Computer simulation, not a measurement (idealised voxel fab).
process module | voxel gate over fins
cross-section cut | 255 nm wide | cells 5 nm
A cross-section is a grid of square cells, given in bands from the top down. A band is one or more rows of cells.
Each band's line starts with the height of the band's top and of its bottom, in nm. Then come its materials from left to right, each with its width in nm. One material with "throughout" fills the band from edge to edge. "air" is empty space.
Height 0 is the level under which the wafer as received is all one material. The lowest band goes on downwards, as in "0 down".
A width such as "30 to 40" changes by the same amount from each row of cells to the next, from the band's top row to its bottom row.
"no change" after a step means that no cell of the cross-section changed.
closed voids: empty space of 8 cells or more with no open way to the top, each as width x height at its distance from the left edge, in nm
after a step's settings: what the simulator itself notes on the step
overlay nm, on a step with a mask: how far to the right of its planned place the mask lay; to the left if negative
plan
1 op RECEIVE | material Si
2 op CONFORMAL_DEP | material SiN | thk nm 5
3 op DIRECTIONAL_DEP | material aC | thk nm 15
4 op PATTERN | tone cover | mask id FINS | material resist | width nm 15 | pitch nm 45 | thk nm 35 | overlay nm 0
5 op DIRECTIONAL_ETCH | etch materials aC | depth nm 15
6 op STRIP | etch materials resist
7 op DIRECTIONAL_ETCH | etch materials SiN | depth nm 5
8 op DIRECTIONAL_ETCH | etch materials Si | depth nm 40
9 op STRIP | etch materials aC
10 op FILL_DEP | material SiO2 | thk nm 10
11 op CMP | height nm 5
12 op SELECTIVE_ETCH | etch materials SiO2 | depth nm 15
13 op STRIP | etch materials SiN
14 op CONFORMAL_DEP | material HfO2 | thk nm 5
15 op CONFORMAL_DEP | material TiN | thk nm 5
16 op CONFORMAL_DEP | material TiAl | thk nm 5
17 op CONFORMAL_DEP | material TiN | thk nm 5
18 op FILL_DEP | material W | thk nm 10
19 op CMP | height nm 25
20 op CONFORMAL_DEP | material SiCN | thk nm 10
as received, after step 1
  0 down: Si throughout
  closed voids: none
first wafer at the end, as planned
  35 to 25: SiCN throughout
  25 to 20: W throughout
  20 to 15: W 75 | TiN 100 | W 80
  15 to 10: W 75 | TiN 5 | TiAl 90 | TiN 5 | W 80
  10 to 5: TiN 80 | TiAl 5 | TiN 35 | TiAl 10 | TiN 35 | TiAl 5 | TiN 85
  5 to 0: TiAl 85 | TiN 5 | HfO2 25 | TiN 5 | TiAl 10 | TiN 5 | HfO2 25 | TiN 5 | TiAl 90
  0 to -5: TiN 90 | HfO2 5 | Si 15 | HfO2 5 | TiN 20 | HfO2 5 | Si 15 | HfO2 5 | TiN 95
  -5 to -10: HfO2 95 | Si 15 | HfO2 30 | Si 15 | HfO2 100
  -10 to -40: SiO2 95 | Si 15 | SiO2 30 | Si 15 | SiO2 100
  -40 down: Si throughout
  closed voids: none
second wafer at the end: like start, like plan, one mistake
  35 to 25: SiCN throughout
  25 to 20: W throughout
  20 to 15: TiN throughout
  15 to 10: TiAl throughout
  10 to 5: TiN throughout
  5 to 0: HfO2 100 | TiN 5 | HfO2 40 | TiN 5 | HfO2 105
  0 to -5: Si 95 | HfO2 5 | TiN 5 | HfO2 5 | Si 30 | HfO2 5 | TiN 5 | HfO2 5 | Si 100
  -5 to -10: Si 95 | HfO2 15 | Si 30 | HfO2 15 | Si 100
  -10 to -40: Si 95 | SiO2 15 | Si 30 | SiO2 15 | Si 100
  -40 down: Si throughout
  closed voids: none
what went wrong: step 4 ran as: op PATTERN | tone open | mask id FINS | material resist | width nm 15 | pitch nm 45 | thk nm 35 | overlay nm 0
at the end the second wafer has, in cells: 312 more of Si | 234 fewer of SiO2 | 8 fewer of TiAl | 8 fewer of TiN | 62 fewer of W
